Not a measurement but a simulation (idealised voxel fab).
This section sets out a process module, namely voxel spacer lines.
The width of the displayed cross-section, cut, is 240 nm; its cells are square, with a size of 5 nm.
If you're reading a cross-section in this doc, picture square cells in a grid; it comes to you as bands, top ones listed first down to the bottom, and a band can be one or more rows of cells.
Read a band's entry like this: the first values are the height of its top and the height of its bottom in nm, and what follows is the sequence of materials from left to right, each with its width in nm. Note that "blank" is empty space, and that a single material marked "everywhere" reaches across the band from edge to edge.
A quick word on heights: they are counted from 0, and under that level the wafer as it came to us is one material throughout. The lowest band is different from the rest in having no bottom; it simply continues downward, written as in "0 down".
Read "30..40" as a graded width: first number on top, second number at the bottom, same change between each pair of neighbouring rows.
"remained the same" (step): cross-section cells unchanged, all of them.
Empty spaces counting at least 8 cells and having no open way to the top are listed in "Catalogued sealed voids". The notation width x height at distance is used for each, the distance being from the left edge and all three values in nm.
Heads up: the bit after the settings on a step's line is the simulator's remark on that step.
What "overlay nm" on a step's line means: if the step has a mask, that mask lay this far to the right of its planned place, or, when the value is negative, to the left.
### The planned process steps are enumerated hereunder
step 1: RECEIVE, material Si
step 2: CONFORMAL_DEP, material Al2O3, thk nm 10
step 3: DIRECTIONAL_DEP, material polySi, thk nm 20
step 4: DIRECTIONAL_DEP, material aC, thk nm 30
step 5: PATTERN, tone cover, mask id MANDREL, material resist, width nm 20, pitch nm 60, thk nm 40, overlay nm 0
step 6: DIRECTIONAL_ETCH, etch materials aC, depth nm 30
step 7: STRIP, etch materials resist
step 8: CONFORMAL_DEP, material SiO2, thk nm 10
step 9: DIRECTIONAL_ETCH, etch materials SiO2, depth nm 10
step 10: STRIP, etch materials aC
step 11: DIRECTIONAL_ETCH, etch materials polySi, depth nm 20
step 12: STRIP, etch materials SiO2
### Delivered wafer in cross-section: state after step 1
> 0 down: Si everywhere
> Catalogued sealed voids: none
### End state of the module in cross-section, given the above starting point and plan and one mistake in execution
> 30 to 10: 40 blank; 40 polySi; 20 blank; 40 polySi; 20 blank; 40 polySi; 40 blank
> 10 to 0: Al2O3 everywhere
> 0 down: Si everywhere
> Catalogued sealed voids: none
In executing the process, a mistake was made relative to the plan: the executed order of steps 10 and 11 is the reverse of that specified in the plan, each step having taken the other's position
